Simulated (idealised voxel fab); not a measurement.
process module | voxel ribs on slabs
cross-section cut | 260 nm wide | cells 5 nm
A cross-section is a grid of square cells, given in bands from the top down. A band is one or more rows of cells.
Each band's line starts with the height of the band's top and of its bottom, in nm. Then come its materials from left to right, each with its width in nm. One material with "throughout" fills the band from edge to edge. "air" is empty space.
Height 0 is the level under which the wafer as received is all one material. The lowest band goes on downwards, as in "0 down".
A width such as "30 to 40" changes by the same amount from each row of cells to the next, from the band's top row to its bottom row.
"no change" after a step means that no cell of the cross-section changed.
closed voids: empty space of 8 cells or more with no open way to the top, each as width x height at its distance from the left edge, in nm
after a step's settings: what the simulator itself notes on the step
overlay nm, on a step with a mask: how far to the right of its planned place the mask lay; to the left if negative
Each pair below shows a cross-section before one step and the cross-section after it, down to the lowest band that changed. The line under each pair gives the step between them, with its settings. The pairs can come from different runs of this module on the same starting wafer, so a pair continues from the pair above only where its "before" says so.
before
  0 down: Si throughout
  closed voids: none
after
  20 to 0: SiO2 throughout
  below 0: unchanged
  closed voids: none
the step between: op DIRECTIONAL_DEP | material SiO2 | thk nm 20
before: the cross-section after the pair above
after
  45 to 20: SiN throughout
  below 20: unchanged
  closed voids: none
the step between: op DIRECTIONAL_DEP | material SiN | thk nm 25
before: the cross-section after the pair above
after
  55 to 45: aC throughout
  below 45: unchanged
  closed voids: none
the step between: op DIRECTIONAL_DEP | material aC | thk nm 10
before: the cross-section after the pair above
after
  80 to 55: air 120 | resist 20 | air 120
  below 55: unchanged
  closed voids: none
the step between: op PATTERN | tone cover | mask id RIB | material resist | width nm 20 | thk nm 25 | overlay nm 0
before: the cross-section after the pair above
after
  70 to 55: air 120 | resist 20 | air 120
  55 to 45: air 120 | aC 20 | air 120
  below 45: unchanged
  closed voids: none
the step between: op DIRECTIONAL_ETCH | etch materials aC | depth nm 10
before: the cross-section after the pair above
after
  55 to 45: air 120 | aC 20 | air 120
  below 45: unchanged
  closed voids: none
the step between: op STRIP | etch materials resist
before: the cross-section after the pair above
after
  55 to 45: air 120 | aC 20 | air 120
  45 to 40: air 120 | SiN 20 | air 120
  below 40: unchanged
  closed voids: none
the step between: op DIRECTIONAL_ETCH | etch materials SiN | depth nm 5
before: the cross-section after the pair above
after
  45 to 40: air 120 | SiN 20 | air 120
  below 40: unchanged
  closed voids: none
the step between: op STRIP | etch materials aC
before: the cross-section after the pair above
after
  45 to 40: air 120 | SiN 20 | air 120
  40 to 20: air 100 | SiN 60 | air 100
  below 20: unchanged
  closed voids: none
the step between: op MASKED_ETCH | tone cover | mask id SLAB | width nm 60 | etch materials SiN | depth nm 20 | overlay nm 0
before: the cross-section after the pair above
after
  60 to 45: SiO2 throughout
  45 to 40: SiO2 120 | SiN 20 | SiO2 120
  40 to 20: SiO2 100 | SiN 60 | SiO2 100
  below 20: unchanged
  closed voids: none
the step between: op FILL_DEP | material SiO2 | thk nm 15
before: the cross-section after the pair above
after
  55 to 45: SiO2 throughout
  below 45: unchanged
  closed voids: none
the step between: op CMP | height nm 55
before: the cross-section after the pair above
after
  60 to 55: W throughout
  below 55: unchanged
  closed voids: none
the step between: op DIRECTIONAL_DEP | material W | thk nm 5
before: the cross-section after the pair above
after
  75 to 60: air 115 | resist 30 | air 115
  below 60: unchanged
  closed voids: none
the step between: op PATTERN | tone cover | mask id HEATER | material resist | width nm 30 | thk nm 15 | overlay nm 0
before: the cross-section after the pair above
after
  75 to 60: air 115 | resist 30 | air 115
  60 to 55: air 115 | W 30 | air 115
  below 55: unchanged
  closed voids: none
the step between: op DIRECTIONAL_ETCH | etch materials W | depth nm 5
before: the cross-section after the pair above
after
  60 to 55: air 115 | W 30 | air 115
  below 55: unchanged
  closed voids: none
the step between: op STRIP | etch materials resist
before: the cross-section after the pair above
after
  70 to 65: air 105 | SiO2 50 | air 105
  65 to 60: SiO2 throughout
  60 to 55: SiO2 115 | W 30 | SiO2 115
  below 55: unchanged
  closed voids: none
the step between: op CONFORMAL_DEP | material SiO2 | thk nm 10
before
  45 to 20: SiN throughout
  20 to 0: SiO2 throughout
  0 down: Si throughout
  closed voids: none
after
  70 to 20: SiN throughout
  below 20: unchanged
  closed voids: none
the step between: op DIRECTIONAL_DEP | material SiN | thk nm 25
before: the cross-section after the pair above
after
  80 to 70: aC throughout
  below 70: unchanged
  closed voids: none
the step between: op DIRECTIONAL_DEP | material aC | thk nm 10
before: the cross-section after the pair above
after
  105 to 80: air 120 | resist 20 | air 120
  below 80: unchanged
  closed voids: none
the step between: op PATTERN | tone cover | mask id RIB | material resist | width nm 20 | thk nm 25 | overlay nm 0
before: the cross-section after the pair above
after
  95 to 80: air 120 | resist 20 | air 120
  80 to 70: air 120 | aC 20 | air 120
  below 70: unchanged
  closed voids: none
the step between: op DIRECTIONAL_ETCH | etch materials aC | depth nm 10
before: the cross-section after the pair above
after
  80 to 70: air 120 | aC 20 | air 120
  below 70: unchanged
  closed voids: none
the step between: op STRIP | etch materials resist
before: the cross-section after the pair above
after
  80 to 70: air 120 | aC 20 | air 120
  70 to 65: air 120 | SiN 20 | air 120
  below 65: unchanged
  closed voids: none
the step between: op DIRECTIONAL_ETCH | etch materials SiN | depth nm 5
before: the cross-section after the pair above
after
  70 to 65: air 120 | SiN 20 | air 120
  below 65: unchanged
  closed voids: none
the step between: op STRIP | etch materials aC
before: the cross-section after the pair above
after
  70 to 65: air 120 | SiN 20 | air 120
  65 to 45: air 100 | SiN 60 | air 100
  below 45: unchanged
  closed voids: none
the step between: op MASKED_ETCH | tone cover | mask id SLAB | width nm 60 | etch materials SiN | depth nm 20 | overlay nm 0
before: the cross-section after the pair above
after
  85 to 70: SiO2 throughout
  70 to 65: SiO2 120 | SiN 20 | SiO2 120
  65 to 45: SiO2 100 | SiN 60 | SiO2 100
  below 45: unchanged
  closed voids: none
the step between: op FILL_DEP | material SiO2 | thk nm 15
before: the cross-section after the pair above
after
  55 to 45: SiO2 100 | SiN 60 | SiO2 100
  below 45: unchanged
  closed voids: none
the step between: op CMP | height nm 55
before: the cross-section after the pair above
after
  60 to 55: W throughout
  below 55: unchanged
  closed voids: none
the step between: op DIRECTIONAL_DEP | material W | thk nm 5
before: the cross-section after the pair above
after
  75 to 60: air 115 | resist 30 | air 115
  below 60: unchanged
  closed voids: none
the step between: op PATTERN | tone cover | mask id HEATER | material resist | width nm 30 | thk nm 15 | overlay nm 0
before: the cross-section after the pair above
after
  75 to 60: air 115 | resist 30 | air 115
  60 to 55: air 115 | W 30 | air 115
  below 55: unchanged
  closed voids: none
the step between: op DIRECTIONAL_ETCH | etch materials W | depth nm 5
before: the cross-section after the pair above
after
  60 to 55: air 115 | W 30 | air 115
  below 55: unchanged
  closed voids: none
the step between: op STRIP | etch materials resist
before: the cross-section after the pair above
after
  70 to 65: air 105 | SiO2 50 | air 105
  65 to 60: SiO2 throughout
  60 to 55: SiO2 115 | W 30 | SiO2 115
  below 55: unchanged
  closed voids: none
the step between: op CONFORMAL_DEP | material SiO2 | thk nm 10
before
  0 down: Si throughout
  closed voids: none
after
  25 to 0: SiN throughout
  below 0: unchanged
  closed voids: none
the step between: op DIRECTIONAL_DEP | material SiN | thk nm 25
before: the cross-section after the pair above
after
  45 to 25: SiO2 throughout
  below 25: unchanged
  closed voids: none
the step between: op DIRECTIONAL_DEP | material SiO2 | thk nm 20
before: the cross-section after the pair above
after
  55 to 45: aC throughout
  below 45: unchanged
  closed voids: none
the step between: op DIRECTIONAL_DEP | material aC | thk nm 10
before: the cross-section after the pair above
after
  80 to 55: air 120 | resist 20 | air 120
  below 55: unchanged
  closed voids: none
the step between: op PATTERN | tone cover | mask id RIB | material resist | width nm 20 | thk nm 25 | overlay nm 0
before: the cross-section after the pair above
after
  70 to 55: air 120 | resist 20 | air 120
  55 to 45: air 120 | aC 20 | air 120
  below 45: unchanged
  closed voids: none
the step between: op DIRECTIONAL_ETCH | etch materials aC | depth nm 10
before: the cross-section after the pair above
after
  55 to 45: air 120 | aC 20 | air 120
  below 45: unchanged
  closed voids: none
the step between: op STRIP | etch materials resist
before: the cross-section after the pair above
after
  45 to 25: SiO2 throughout
  below 25: unchanged
  closed voids: none
the step between: op STRIP | etch materials aC
before: the cross-section after the pair above
after
  60 to 25: SiO2 throughout
  below 25: unchanged
  closed voids: none
the step between: op FILL_DEP | material SiO2 | thk nm 15
before: the cross-section after the pair above
after
  55 to 25: SiO2 throughout
  below 25: unchanged
  closed voids: none
the step between: op CMP | height nm 55
before: the cross-section after the pair above
after
  60 to 55: W throughout
  below 55: unchanged
  closed voids: none
the step between: op DIRECTIONAL_DEP | material W | thk nm 5
before: the cross-section after the pair above
after
  75 to 60: air 115 | resist 30 | air 115
  below 60: unchanged
  closed voids: none
the step between: op PATTERN | tone cover | mask id HEATER | material resist | width nm 30 | thk nm 15 | overlay nm 0
before: the cross-section after the pair above
after
  75 to 60: air 115 | resist 30 | air 115
  60 to 55: air 115 | W 30 | air 115
  below 55: unchanged
  closed voids: none
the step between: op DIRECTIONAL_ETCH | etch materials W | depth nm 5
before: the cross-section after the pair above
after
  60 to 55: air 115 | W 30 | air 115
  below 55: unchanged
  closed voids: none
the step between: op STRIP | etch materials resist
before: the cross-section after the pair above
after
  70 to 65: air 105 | SiO2 50 | air 105
  65 to 60: SiO2 throughout
  60 to 55: SiO2 115 | W 30 | SiO2 115
  below 55: unchanged
  closed voids: none
the step between: op CONFORMAL_DEP | material SiO2 | thk nm 10
before
  55 to 45: SiO2 throughout
  45 to 40: SiO2 120 | SiN 20 | SiO2 120
  40 to 20: SiO2 100 | SiN 60 | SiO2 100
  20 to 0: SiO2 throughout
  0 down: Si throughout
  closed voids: none
after
  70 to 55: W throughout
  below 55: unchanged
  closed voids: none
the step between: op DIRECTIONAL_DEP | material W | thk nm 15
before: the cross-section after the pair above
after
  85 to 70: air 115 | resist 30 | air 115
  below 70: unchanged
  closed voids: none
the step between: op PATTERN | tone cover | mask id HEATER | material resist | width nm 30 | thk nm 15 | overlay nm 0
before: the cross-section after the pair above
after
  85 to 70: air 115 | resist 30 | air 115
  70 to 65: air 115 | W 30 | air 115
  below 65: unchanged
  closed voids: none
the step between: op DIRECTIONAL_ETCH | etch materials W | depth nm 5
before: the cross-section after the pair above
after
  70 to 65: air 115 | W 30 | air 115
  below 65: unchanged
  closed voids: none
the step between: op STRIP | etch materials resist
before: the cross-section after the pair above
after
  80 to 75: air 105 | SiO2 50 | air 105
  75 to 70: SiO2 throughout
  70 to 65: SiO2 115 | W 30 | SiO2 115
  below 65: unchanged
  closed voids: none
the step between: op CONFORMAL_DEP | material SiO2 | thk nm 10
before
  45 to 40: air 120 | SiN 20 | air 120
  40 to 20: SiN throughout
  20 to 0: SiO2 throughout
  0 down: Si throughout
  closed voids: none
after
  45 to 40: air 120 | SiN 20 | air 120
  40 to 20: air 95 | SiN 70 | air 95
  below 20: unchanged
  closed voids: none
the step between: op MASKED_ETCH | tone cover | mask id SLAB | width nm 70 | etch materials SiN | depth nm 20 | overlay nm 0
before: the cross-section after the pair above
after
  60 to 45: SiO2 throughout
  45 to 40: SiO2 120 | SiN 20 | SiO2 120
  40 to 20: SiO2 95 | SiN 70 | SiO2 95
  below 20: unchanged
  closed voids: none
the step between: op FILL_DEP | material SiO2 | thk nm 15
before: the cross-section after the pair above
after
  55 to 45: SiO2 throughout
  below 45: unchanged
  closed voids: none
the step between: op CMP | height nm 55
before: the cross-section after the pair above
after
  60 to 55: W throughout
  below 55: unchanged
  closed voids: none
the step between: op DIRECTIONAL_DEP | material W | thk nm 5
before: the cross-section after the pair above
after
  75 to 60: air 115 | resist 30 | air 115
  below 60: unchanged
  closed voids: none
the step between: op PATTERN | tone cover | mask id HEATER | material resist | width nm 30 | thk nm 15 | overlay nm 0
before: the cross-section after the pair above
after
  75 to 60: air 115 | resist 30 | air 115
  60 to 55: air 115 | W 30 | air 115
  below 55: unchanged
  closed voids: none
the step between: op DIRECTIONAL_ETCH | etch materials W | depth nm 5
before: the cross-section after the pair above
after
  60 to 55: air 115 | W 30 | air 115
  below 55: unchanged
  closed voids: none
the step between: op STRIP | etch materials resist
before: the cross-section after the pair above
after
  70 to 65: air 105 | SiO2 50 | air 105
  65 to 60: SiO2 throughout
  60 to 55: SiO2 115 | W 30 | SiO2 115
  below 55: unchanged
  closed voids: none
the step between: op CONFORMAL_DEP | material SiO2 | thk nm 10
before
  45 to 40: air 120 | SiN 20 | air 120
  40 to 20: SiN throughout
  20 to 0: SiO2 throughout
  0 down: Si throughout
  closed voids: none
after
  45 to 40: air 120 | SiN 20 | air 120
  40 to 20: air 95 | SiN 60 | air 105
  below 20: unchanged
  closed voids: none
the step between: op MASKED_ETCH | tone cover | mask id SLAB | width nm 60 | etch materials SiN | depth nm 20 | overlay nm -5
before: the cross-section after the pair above
after
  60 to 45: SiO2 throughout
  45 to 40: SiO2 120 | SiN 20 | SiO2 120
  40 to 20: SiO2 95 | SiN 60 | SiO2 105
  below 20: unchanged
  closed voids: none
the step between: op FILL_DEP | material SiO2 | thk nm 15
before: the cross-section after the pair above
after
  55 to 45: SiO2 throughout
  below 45: unchanged
  closed voids: none
the step between: op CMP | height nm 55
before: the cross-section after the pair above
after
  60 to 55: W throughout
  below 55: unchanged
  closed voids: none
the step between: op DIRECTIONAL_DEP | material W | thk nm 5
before: the cross-section after the pair above
after
  75 to 60: air 115 | resist 30 | air 115
  below 60: unchanged
  closed voids: none
the step between: op PATTERN | tone cover | mask id HEATER | material resist | width nm 30 | thk nm 15 | overlay nm 0
before: the cross-section after the pair above
after
  75 to 60: air 115 | resist 30 | air 115
  60 to 55: air 115 | W 30 | air 115
  below 55: unchanged
  closed voids: none
the step between: op DIRECTIONAL_ETCH | etch materials W | depth nm 5
before: the cross-section after the pair above
after
  60 to 55: air 115 | W 30 | air 115
  below 55: unchanged
  closed voids: none
the step between: op STRIP | etch materials resist
before: the cross-section after the pair above
after
  70 to 65: air 105 | SiO2 50 | air 105
  65 to 60: SiO2 throughout
  60 to 55: SiO2 115 | W 30 | SiO2 115
  below 55: unchanged
  closed voids: none
the step between: op CONFORMAL_DEP | material SiO2 | thk nm 10
before
  0 down: Si throughout
  closed voids: none
after
  20 to 0: SiN throughout
  below 0: unchanged
  closed voids: none
the step between: op DIRECTIONAL_DEP | material SiN | thk nm 20
before: the cross-section after the pair above
after
  45 to 0: SiN throughout
  below 0: unchanged
  closed voids: none
the step between: op DIRECTIONAL_DEP | material SiN | thk nm 25
before: the cross-section after the pair above
after
  55 to 45: aC throughout
  below 45: unchanged
  closed voids: none
the step between: op DIRECTIONAL_DEP | material aC | thk nm 10
before: the cross-section after the pair above
after
  80 to 55: air 120 | resist 20 | air 120
  below 55: unchanged
  closed voids: none
the step between: op PATTERN | tone cover | mask id RIB | material resist | width nm 20 | thk nm 25 | overlay nm 0
before: the cross-section after the pair above
after
  70 to 55: air 120 | resist 20 | air 120
  55 to 45: air 120 | aC 20 | air 120
  below 45: unchanged
  closed voids: none
the step between: op DIRECTIONAL_ETCH | etch materials aC | depth nm 10
before: the cross-section after the pair above
after
  55 to 45: air 120 | aC 20 | air 120
  below 45: unchanged
  closed voids: none
the step between: op STRIP | etch materials resist
before: the cross-section after the pair above
after
  55 to 45: air 120 | aC 20 | air 120
  45 to 40: air 120 | SiN 20 | air 120
  below 40: unchanged
  closed voids: none
the step between: op DIRECTIONAL_ETCH | etch materials SiN | depth nm 5
before: the cross-section after the pair above
after
  45 to 40: air 120 | SiN 20 | air 120
  below 40: unchanged
  closed voids: none
the step between: op STRIP | etch materials aC
before: the cross-section after the pair above
after
  45 to 40: air 120 | SiN 20 | air 120
  40 to 20: air 100 | SiN 60 | air 100
  below 20: unchanged
  closed voids: none
the step between: op MASKED_ETCH | tone cover | mask id SLAB | width nm 60 | etch materials SiN | depth nm 20 | overlay nm 0
before: the cross-section after the pair above
after
  60 to 45: SiO2 throughout
  45 to 40: SiO2 120 | SiN 20 | SiO2 120
  40 to 20: SiO2 100 | SiN 60 | SiO2 100
  below 20: unchanged
  closed voids: none
the step between: op FILL_DEP | material SiO2 | thk nm 15
before: the cross-section after the pair above
after
  55 to 45: SiO2 throughout
  below 45: unchanged
  closed voids: none
the step between: op CMP | height nm 55
before: the cross-section after the pair above
after
  60 to 55: W throughout
  below 55: unchanged
  closed voids: none
the step between: op DIRECTIONAL_DEP | material W | thk nm 5
before: the cross-section after the pair above
after
  75 to 60: air 115 | resist 30 | air 115
  below 60: unchanged
  closed voids: none
the step between: op PATTERN | tone cover | mask id HEATER | material resist | width nm 30 | thk nm 15 | overlay nm 0
before: the cross-section after the pair above
after
  75 to 60: air 115 | resist 30 | air 115
  60 to 55: air 115 | W 30 | air 115
  below 55: unchanged
  closed voids: none
the step between: op DIRECTIONAL_ETCH | etch materials W | depth nm 5
before: the cross-section after the pair above
after
  60 to 55: air 115 | W 30 | air 115
  below 55: unchanged
  closed voids: none
the step between: op STRIP | etch materials resist
before: the cross-section after the pair above
after
  70 to 65: air 105 | SiO2 50 | air 105
  65 to 60: SiO2 throughout
  60 to 55: SiO2 115 | W 30 | SiO2 115
  below 55: unchanged
  closed voids: none
the step between: op CONFORMAL_DEP | material SiO2 | thk nm 10
before
  55 to 45: aC throughout
  45 to 20: SiN throughout
  20 to 0: SiO2 throughout
  0 down: Si throughout
  closed voids: none
after
  80 to 55: resist 120 | air 20 | resist 120
  below 55: unchanged
  closed voids: none
the step between: op PATTERN | tone open | mask id RIB | material resist | width nm 20 | thk nm 25 | overlay nm 0
before: the cross-section after the pair above
after
  70 to 55: resist 120 | air 20 | resist 120
  55 to 45: aC 120 | air 20 | aC 120
  below 45: unchanged
  closed voids: none
the step between: op DIRECTIONAL_ETCH | etch materials aC | depth nm 10
before: the cross-section after the pair above
after
  55 to 45: aC 120 | air 20 | aC 120
  below 45: unchanged
  closed voids: none
the step between: op STRIP | etch materials resist
before: the cross-section after the pair above
after
  55 to 45: aC 120 | air 20 | aC 120
  45 to 40: SiN 120 | air 20 | SiN 120
  below 40: unchanged
  closed voids: none
the step between: op DIRECTIONAL_ETCH | etch materials SiN | depth nm 5
before: the cross-section after the pair above
after
  45 to 40: SiN 120 | air 20 | SiN 120
  below 40: unchanged
  closed voids: none
the step between: op STRIP | etch materials aC
before: the cross-section after the pair above
after
  45 to 40: air 100 | SiN 20 | air 20 | SiN 20 | air 100
  40 to 25: air 100 | SiN 60 | air 100
  below 25: unchanged
  closed voids: none
the step between: op MASKED_ETCH | tone cover | mask id SLAB | width nm 60 | etch materials SiN | depth nm 20 | overlay nm 0
before: the cross-section after the pair above
after
  60 to 45: SiO2 throughout
  45 to 40: SiO2 100 | SiN 20 | SiO2 20 | SiN 20 | SiO2 100
  40 to 25: SiO2 100 | SiN 60 | SiO2 100
  below 25: unchanged
  closed voids: none
the step between: op FILL_DEP | material SiO2 | thk nm 15
before: the cross-section after the pair above
after
  55 to 45: SiO2 throughout
  below 45: unchanged
  closed voids: none
the step between: op CMP | height nm 55
before: the cross-section after the pair above
after
  60 to 55: W throughout
  below 55: unchanged
  closed voids: none
the step between: op DIRECTIONAL_DEP | material W | thk nm 5
before: the cross-section after the pair above
after
  75 to 60: air 115 | resist 30 | air 115
  below 60: unchanged
  closed voids: none
the step between: op PATTERN | tone cover | mask id HEATER | material resist | width nm 30 | thk nm 15 | overlay nm 0
before: the cross-section after the pair above
after
  75 to 60: air 115 | resist 30 | air 115
  60 to 55: air 115 | W 30 | air 115
  below 55: unchanged
  closed voids: none
the step between: op DIRECTIONAL_ETCH | etch materials W | depth nm 5
before: the cross-section after the pair above
after
  60 to 55: air 115 | W 30 | air 115
  below 55: unchanged
  closed voids: none
the step between: op STRIP | etch materials resist
before: the cross-section after the pair above
after
  70 to 65: air 105 | SiO2 50 | air 105
  65 to 60: SiO2 throughout
  60 to 55: SiO2 115 | W 30 | SiO2 115
  below 55: unchanged
  closed voids: none
the step between: op CONFORMAL_DEP | material SiO2 | thk nm 10
